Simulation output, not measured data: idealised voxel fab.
process module | voxel gate over fins
cross-section cut | 275 nm wide | cells 5 nm
A cross-section is a grid of square cells, given in bands from the top down. A band is one or more rows of cells.
Each band's line starts with the height of the band's top and of its bottom, in nm. Then come its materials from left to right, each with its width in nm. One material with "throughout" fills the band from edge to edge. "air" is empty space.
Height 0 is the level under which the wafer as received is all one material. The lowest band goes on downwards, as in "0 down".
A width such as "30 to 40" changes by the same amount from each row of cells to the next, from the band's top row to its bottom row.
"no change" after a step means that no cell of the cross-section changed.
closed voids: empty space of 8 cells or more with no open way to the top, each as width x height at its distance from the left edge, in nm
after a step's settings: what the simulator itself notes on the step
overlay nm, on a step with a mask: how far to the right of its planned place the mask lay; to the left if negative
plan
1 op RECEIVE | material Si
2 op CONFORMAL_DEP | material SiN | thk nm 10
3 op PATTERN | tone cover | mask id FINS | material resist | width nm 15 | pitch nm 60 | thk nm 15 | overlay nm 0
4 op DIRECTIONAL_ETCH | etch materials SiN | depth nm 10
5 op DIRECTIONAL_ETCH | etch materials Si | depth nm 30
6 op STRIP | etch materials resist
7 op OXIDIZE | depth nm 5
8 op FILL_DEP | material SiO2 | thk nm 5
9 op CMP | height nm 10
10 op MASKED_ETCH | tone open | mask id RAIL | width nm 15 | etch materials SiO2 | depth nm 35 | overlay nm 0
11 op CONFORMAL_DEP | material TiN | thk nm 5
12 op FILL_DEP | material W | thk nm 5
13 op CMP | height nm 10
14 op SELECTIVE_ETCH | etch materials W Ru TiN | depth nm 30
15 op FILL_DEP | material SiO2 | thk nm 5
16 op CMP | height nm 10
17 op SELECTIVE_ETCH | etch materials SiO2 | depth nm 25
18 op STRIP | etch materials SiN
19 op CONFORMAL_DEP | material HfO2 | thk nm 5
20 op CONFORMAL_DEP | material TiN | thk nm 5
21 op CONFORMAL_DEP | material TiAl | thk nm 5
22 op CONFORMAL_DEP | material TiN | thk nm 5
23 op FILL_DEP | material W | thk nm 15
24 op CMP | height nm 30
25 op CONFORMAL_DEP | material SiCN | thk nm 5
as received, after step 1
  0 down: Si throughout
  closed voids: none
a wafer at the end: this start, this plan, one mistake
  35 to 30: SiCN throughout
  30 to 20: W throughout
  20 to 15: W 55 | TiN 45 | W 15 | TiN 45 | W 15 | TiN 45 | W 55
  15 to 10: W 55 | TiN 5 | TiAl 35 | TiN 5 | W 15 | TiN 5 | TiAl 35 | TiN 5 | W 15 | TiN 5 | TiAl 35 | TiN 5 | W 55
  10 to 5: W 55 | TiN 5 | TiAl 5 | TiN 25 | TiAl 5 | TiN 5 | W 15 | TiN 5 | TiAl 5 | TiN 25 | TiAl 5 | TiN 5 | W 15 | TiN 5 | TiAl 5 | TiN 25 | TiAl 5 | TiN 5 | W 55
  5 to 0: TiN 60 | TiAl 5 | TiN 5 | HfO2 15 | TiN 5 | TiAl 5 | TiN 5 | W 15 | TiN 5 | TiAl 5 | TiN 5 | HfO2 15 | TiN 5 | TiAl 5 | TiN 5 | W 15 | TiN 5 | TiAl 5 | TiN 5 | HfO2 15 | TiN 5 | TiAl 5 | TiN 60
  0 to -5: TiAl 65 | TiN 5 | HfO2 5 | Si 5 | HfO2 5 | TiN 5 | TiAl 5 | TiN 25 | TiAl 5 | TiN 5 | HfO2 5 | Si 5 | HfO2 5 | TiN 5 | TiAl 5 | TiN 5 | W 15 | TiN 5 | TiAl 5 | TiN 5 | HfO2 5 | Si 5 | HfO2 5 | TiN 5 | TiAl 65
  -5 to -10: TiN 55 | TiAl 10 | TiN 5 | HfO2 5 | Si 5 | HfO2 5 | TiN 5 | TiAl 35 | TiN 5 | HfO2 5 | Si 5 | HfO2 5 | TiN 5 | TiAl 5 | TiN 25 | TiAl 5 | TiN 5 | HfO2 5 | Si 5 | HfO2 5 | TiN 5 | TiAl 10 | TiN 55
  -10 to -15: HfO2 50 | TiN 5 | TiAl 10 | TiN 5 | HfO2 5 | Si 5 | HfO2 5 | TiN 45 | HfO2 5 | Si 5 | HfO2 5 | TiN 5 | TiAl 35 | TiN 5 | HfO2 5 | Si 5 | HfO2 5 | TiN 5 | TiAl 10 | TiN 5 | HfO2 50
  -15 to -20: SiO2 45 | HfO2 5 | TiN 20 | HfO2 5 | Si 5 | HfO2 5 | TiN 10 | HfO2 25 | TiN 10 | HfO2 5 | Si 5 | HfO2 5 | TiN 45 | HfO2 5 | Si 5 | HfO2 5 | TiN 20 | HfO2 5 | SiO2 45
  -20 to -25: SiO2 45 | HfO2 30 | Si 5 | HfO2 20 | TiN 15 | HfO2 20 | Si 5 | HfO2 55 | Si 5 | HfO2 30 | SiO2 45
  -25 to -35: SiO2 75 | Si 5 | SiO2 55 | Si 5 | SiO2 55 | Si 5 | SiO2 75
  -35 down: Si throughout
  closed voids: none
what went wrong: steps 17 and 18 were swapped
